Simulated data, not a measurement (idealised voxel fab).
Process module name: voxel gate over fins
Square cell edge 5 nm, section width 280 nm, ID cut.
A cross-section is written here as square cells arranged in a grid, and it is given in bands from the top down, each band taking up one or more rows of cells. What a band's entry tells you: where the top is and where the bottom is, as heights in nm, and after that what lies inside, material by material from left to right, each with its width in nm. Empty space is written as the word "air", and a single material marked with the word "everywhere" occupies the band from edge to edge. All heights in this document are referenced to 0, defined as the level beneath which the wafer, as received, consists entirely of one material. The lowest band is not bounded below; it extends indefinitely downward and is written in the form "from 0 down". Per-row width for "30..40": begins at first number (top row of band), ends at second number (bottom row), increment between rows held constant. You'll sometimes find "all unchanged" written for a step, and that's the way of saying that nowhere in the cross-section did a cell change during that step. "Enclosed void list" means: voids of 8 cells or more that are shut off from the top with no open way through. Written width x height at distance, distance from the left edge, in nm. Heads up: the bit after the settings on a step's line is the simulator's remark on that step. Each step line may optionally specify "overlay nm", which for a step with a mask gives the rightward distance between the mask's planned place and where it lay, a negative value indicating the leftward direction.

# Set out below are the planned steps of the process
1: RECEIVE [material Si]
2: CONFORMAL_DEP [material SiN] [thk nm 5]
3: PATTERN [tone cover] [mask id FINS] [material resist] [width nm 15] [pitch nm 35] [thk nm 15] [overlay nm 0]
4: DIRECTIONAL_ETCH [etch materials SiN] [depth nm 5]
5: DIRECTIONAL_ETCH [etch materials Si] [depth nm 40]
6: STRIP [etch materials resist]
7: OXIDIZE [depth nm 5]
8: FILL_DEP [material SiO2] [thk nm 15]
9: CMP [height nm 5]
10: SELECTIVE_ETCH [etch materials SiO2] [depth nm 15]
11: STRIP [etch materials SiN]
12: CONFORMAL_DEP [material HfO2] [thk nm 5]
13: CONFORMAL_DEP [material TiN] [thk nm 5]
14: CONFORMAL_DEP [material TiAl] [thk nm 5]
15: CONFORMAL_DEP [material TiN] [thk nm 5]
16: FILL_DEP [material W] [thk nm 10]
17: CMP [height nm 25]
18: CONFORMAL_DEP [material SiN] [thk nm 10]
The wafers in this document start out alike and differ in the thk nm applied at step 14; the plan shows the value used for the first wafer.

# The first of several wafers, as received after step 1, seen in section
  from 0 down | Si everywhere
  Enclosed void list: none

# Once step 18, the last step, is complete, the module is at its end; this is the cross-section of the first of several wafers
  from 35 to 25 | SiN everywhere
  from 25 to 20 | W everywhere
  from 20 to 15 | 80 W  115 TiN  85 W
  from 15 to 10 | 80 W  5 TiN  105 TiAl  5 TiN  85 W
  from 10 to 5 | 85 TiN  5 TiAl  25 TiN  10 TiAl  25 TiN  10 TiAl  25 TiN  5 TiAl  90 TiN
  from 5 to 0 | 90 TiAl  5 TiN  15 HfO2  5 TiN  10 TiAl  5 TiN  15 HfO2  5 TiN  10 TiAl  5 TiN  15 HfO2  5 TiN  95 TiAl
  from 0 to -5 | 95 TiN  5 HfO2  5 Si  5 HfO2  20 TiN  5 HfO2  5 Si  5 HfO2  20 TiN  5 HfO2  5 Si  5 HfO2  100 TiN
  from -5 to -10 | 100 HfO2  5 Si  30 HfO2  5 Si  30 HfO2  5 Si  105 HfO2
  from -10 to -45 | 100 SiO2  5 Si  30 SiO2  5 Si  30 SiO2  5 Si  105 SiO2
  from -45 down | Si everywhere
  Enclosed void list: none

# Of the several wafers, the last: cross-section at the end of the module
  from 35 to 25 | SiN everywhere
  from 25 to 20 | 70 TiN  135 TiAl  75 TiN
  from 20 to 10 | TiAl everywhere
  from 10 to 5 | 90 TiAl  25 TiN  10 TiAl  25 TiN  10 TiAl  25 TiN  95 TiAl
  from 5 to 0 | 90 TiAl  5 TiN  15 HfO2  5 TiN  10 TiAl  5 TiN  15 HfO2  5 TiN  10 TiAl  5 TiN  15 HfO2  5 TiN  95 TiAl
  from 0 to -5 | 95 TiN  5 HfO2  5 Si  5 HfO2  20 TiN  5 HfO2  5 Si  5 HfO2  20 TiN  5 HfO2  5 Si  5 HfO2  100 TiN
  from -5 to -10 | 100 HfO2  5 Si  30 HfO2  5 Si  30 HfO2  5 Si  105 HfO2
  from -10 to -45 | 100 SiO2  5 Si  30 SiO2  5 Si  30 SiO2  5 Si  105 SiO2
  from -45 down | Si everywhere
  Enclosed void list: none

# Quick key for the table: a row per wafer, taken at the end of the module. For each material it tells you how many cells the wafer gained (+) or lost (-) since it came in, and the closed voids come after
thk nm 5; +68 HfO2; -477 Si; +112 SiN; +371 SiO2; +68 TiAl; +128 TiN; +122 W; Enclosed void list: none
thk nm 10; +68 HfO2; -477 Si; +112 SiN; +371 SiO2; +128 TiAl; +128 TiN; +62 W; Enclosed void list: none
thk nm 15; +68 HfO2; -477 Si; +112 SiN; +371 SiO2; +188 TiAl; +101 TiN; +29 W; Enclosed void list: none
thk nm 20; +68 HfO2; -477 Si; +112 SiN; +371 SiO2; +221 TiAl; +97 TiN; Enclosed void list: none
